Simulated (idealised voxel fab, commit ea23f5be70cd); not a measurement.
process module | voxel double patterning
cross-section cut | 245 nm wide | cells 5 nm
A cross-section is a grid of square cells, given in bands from the top down. A band is one or more rows of cells.
Each band's line starts with the height of the band's top and of its bottom, in nm. Then come its materials from left to right, each with its width in nm. One material with "throughout" fills the band from edge to edge. "air" is empty space.
Height 0 is the level under which the wafer as received is all one material. The lowest band goes on downwards, as in "0 down".
A width such as "30 to 40" changes by the same amount from each row of cells to the next, from the band's top row to its bottom row.
"no change" after a step means that no cell of the cross-section changed.
closed voids: empty space of 8 cells or more with no open way to the top, each as width x height at its distance from the left edge, in nm
after a step's settings: what the simulator itself notes on the step
overlay nm, on a step with a mask: how far to the right of its planned place the mask lay; to the left if negative
plan
1 op RECEIVE | material Si
2 op CONFORMAL_DEP | material SiO2 | thk nm 10
3 op DIRECTIONAL_DEP | material W | thk nm 20
4 op DIRECTIONAL_DEP | material SiCN | thk nm 10
5 op MASKED_ETCH | tone open | mask id FIRST | width nm 15 | pitch nm 50 | etch materials SiCN | depth nm 10 | overlay nm 0
6 op MASKED_ETCH | tone open | mask id SECOND | width nm 15 | etch materials SiCN | depth nm 10 | overlay nm 0
7 op DIRECTIONAL_ETCH | etch materials W | depth nm 20
8 op STRIP | etch materials SiCN
as received, after step 1
  0 down: Si throughout
  closed voids: none
first wafer at the end, as planned
  30 to 10: W 90 | air 15 | W 10 | air 15 | W 10 | air 15 | W 90
  10 to 0: SiO2 throughout
  0 down: Si throughout
  closed voids: none
second wafer at the end: like start, like plan, one mistake
  30 to 10: W 85 | air 15 | W 15 | air 15 | W 5 | air 15 | W 95
  10 to 0: SiO2 throughout
  0 down: Si throughout
  closed voids: none
what went wrong: step 5 ran as: op MASKED_ETCH | tone open | mask id FIRST | width nm 15 | pitch nm 50 | etch materials SiCN | depth nm 10 | overlay nm -5
at the end the second wafer has, in cells: as many of each material as the first, in other places
